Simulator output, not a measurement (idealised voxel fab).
process module | voxel wiring stack
cross-section cut | 180 nm wide | cells 5 nm
A cross-section is a grid of square cells, given in bands from the top down. A band is one or more rows of cells.
Each band's line starts with the height of the band's top and of its bottom, in nm. Then come its materials from left to right, each with its width in nm. One material with "throughout" fills the band from edge to edge. "air" is empty space.
Height 0 is the level under which the wafer as received is all one material. The lowest band goes on downwards, as in "0 down".
A width such as "30 to 40" changes by the same amount from each row of cells to the next, from the band's top row to its bottom row.
"no change" after a step means that no cell of the cross-section changed.
closed voids: empty space of 8 cells or more with no open way to the top, each as width x height at its distance from the left edge, in nm
after a step's settings: what the simulator itself notes on the step
overlay nm, on a step with a mask: how far to the right of its planned place the mask lay; to the left if negative
plan
1 op RECEIVE | material Si
2 op CONFORMAL_DEP | material SiO2 | thk nm 10
3 op CONFORMAL_DEP | material SiN | thk nm 5
4 op DIRECTIONAL_DEP | material SiO2 | thk nm 25
5 op MASKED_ETCH | tone open | mask id METAL_1 | width nm 30 | pitch nm 55 | etch materials SiO2 | depth nm 25 | overlay nm 0
6 op MASKED_ETCH | tone open | mask id METAL_1 | width nm 30 | pitch nm 55 | etch materials SiN | depth nm 5 | overlay nm 0
7 op CONFORMAL_DEP | material TiN | thk nm 5
8 op FILL_DEP | material Cu | thk nm 5
9 op CMP | height nm 40
10 op CONFORMAL_DEP | material SiCN | thk nm 5
11 op DIRECTIONAL_DEP | material lowk | thk nm 15
12 op DIRECTIONAL_DEP | material aC | thk nm 15
13 op PATTERN | tone open | mask id PLUG_1 | material resist | width nm 15 | thk nm 35 | overlay nm 0
14 op DIRECTIONAL_ETCH | etch materials aC | depth nm 15
15 op STRIP | etch materials resist
16 op DIRECTIONAL_ETCH | etch materials lowk | depth nm 15
17 op DIRECTIONAL_ETCH | etch materials SiCN | depth nm 5
18 op STRIP | etch materials aC
19 op EPI | material Ru | thk nm 10
20 op EPI | material Ru | thk nm 10
21 op CONFORMAL_DEP | material SiCN | thk nm 5
22 op DIRECTIONAL_DEP | material SiO2 | thk nm 15
23 op DIRECTIONAL_DEP | material aC | thk nm 15
24 op PATTERN | tone open | mask id METAL_2 | material resist | width nm 30 | pitch nm 55 | thk nm 35 | overlay nm 0
25 op DIRECTIONAL_ETCH | etch materials aC | depth nm 15
26 op STRIP | etch materials resist
27 op DIRECTIONAL_ETCH | etch materials SiO2 | depth nm 15
28 op DIRECTIONAL_ETCH | etch materials SiCN | depth nm 5
29 op STRIP | etch materials aC
30 op CONFORMAL_DEP | material TiN | thk nm 5
31 op FILL_DEP | material W | thk nm 10
32 op CMP | height nm 80
33 op CONFORMAL_DEP | material SiCN | thk nm 5
34 op DIRECTIONAL_DEP | material SiO2 | thk nm 15
35 op DIRECTIONAL_DEP | material aC | thk nm 15
36 op PATTERN | tone open | mask id PLUG_2 | material resist | width nm 15 | pitch nm 55 | thk nm 30 | overlay nm 0
37 op DIRECTIONAL_ETCH | etch materials aC | depth nm 15
38 op STRIP | etch materials resist
39 op DIRECTIONAL_ETCH | etch materials SiO2 | depth nm 15
40 op DIRECTIONAL_ETCH | etch materials SiCN | depth nm 5
41 op STRIP | etch materials aC
42 op CONFORMAL_DEP | material TiN | thk nm 5
43 op FILL_DEP | material Ru | thk nm 5
44 op CMP | height nm 100
45 op DIRECTIONAL_DEP | material TiN | thk nm 5
46 op DIRECTIONAL_DEP | material Ru | thk nm 25
47 op MASKED_ETCH | tone cover | mask id METAL_3 | width nm 30 | pitch nm 55 | etch materials Ru | depth nm 25 | overlay nm 0
48 op MASKED_ETCH | tone cover | mask id METAL_3 | width nm 30 | pitch nm 55 | etch materials TiN | depth nm 5 | overlay nm 0
49 op CONFORMAL_DEP | material SiCN | thk nm 5
50 op FILL_DEP | material SiO2 | thk nm 5
51 op CMP | height nm 130
52 op CONFORMAL_DEP | material SiCN | thk nm 5
53 op DIRECTIONAL_DEP | material lowk | thk nm 25
54 op PATTERN | tone open | mask id METAL_4_HOLES | material resist | width nm 15 | pitch nm 55 | thk nm 15 | overlay nm 0
55 op DIRECTIONAL_ETCH | etch materials lowk | depth nm 25
56 op STRIP | etch materials resist
57 op MASKED_ETCH | tone open | mask id METAL_4 | width nm 30 | pitch nm 55 | etch materials lowk | depth nm 15 | overlay nm 0
58 op MASKED_ETCH | tone open | mask id METAL_4 | width nm 30 | pitch nm 55 | etch materials SiCN | depth nm 5 | overlay nm 0
59 op CONFORMAL_DEP | material TiN | thk nm 5
60 op FILL_DEP | material Cu | thk nm 10
61 op CMP | height nm 160
62 op CONFORMAL_DEP | material SiCN | thk nm 5
as received, after step 1
  0 down: Si throughout
  closed voids: none
a wafer at the end: this start, this plan, one mistake
  165 to 160: SiCN throughout
  160 to 150: lowk 45 | TiN 5 | Cu 20 | TiN 5 | lowk 25 | TiN 5 | Cu 20 | TiN 5 | lowk 50
  150 to 145: lowk 45 | TiN 5 | Cu 5 | TiN 20 | lowk 25 | TiN 5 | Cu 5 | TiN 20 | lowk 50
  145 to 135: lowk 45 | TiN 5 | Cu 5 | TiN 5 | lowk 40 | TiN 5 | Cu 5 | TiN 5 | lowk 65
  135 to 130: SiCN 45 | TiN 15 | SiCN 40 | TiN 15 | SiCN 65
  130 to 105: SiO2 40 | SiCN 5 | Ru 30 | SiCN 5 | SiO2 15 | SiCN 5 | Ru 30 | SiCN 5 | SiO2 45
  105 to 100: SiCN 45 | TiN 30 | SiCN 25 | TiN 30 | SiCN 50
  100 to 85: SiO2 45 | TiN 5 | Ru 5 | TiN 5 | SiO2 40 | TiN 5 | Ru 5 | TiN 5 | SiO2 65
  85 to 80: SiCN 45 | TiN 15 | SiCN 40 | TiN 15 | SiCN 65
  80 to 75: SiO2 45 | TiN 5 | W 20 | TiN 5 | SiO2 25 | TiN 5 | W 20 | TiN 5 | SiO2 50
  75 to 70: SiO2 30 | SiCN 15 | TiN 30 | SiO2 25 | TiN 5 | W 20 | TiN 5 | SiO2 50
  70 to 65: SiO2 30 | SiCN 5 | Ru 35 | SiCN 5 | SiO2 25 | TiN 5 | W 20 | TiN 5 | SiO2 50
  65 to 60: SiCN 35 | Ru 35 | SiCN 30 | TiN 30 | SiCN 50
  60 to 45: lowk 45 | Ru 15 | lowk 120
  45 to 40: SiCN 45 | Ru 15 | SiCN 120
  40 to 15: SiO2 45 | TiN 5 | Cu 20 | TiN 5 | SiO2 25 | TiN 5 | Cu 20 | TiN 5 | SiO2 50
  15 to 10: SiN 45 | TiN 30 | SiN 25 | TiN 30 | SiN 50
  10 to 0: SiO2 throughout
  0 down: Si throughout
  closed voids: none
what went wrong: one of the steps 19 and 20, which are alike, was run twice
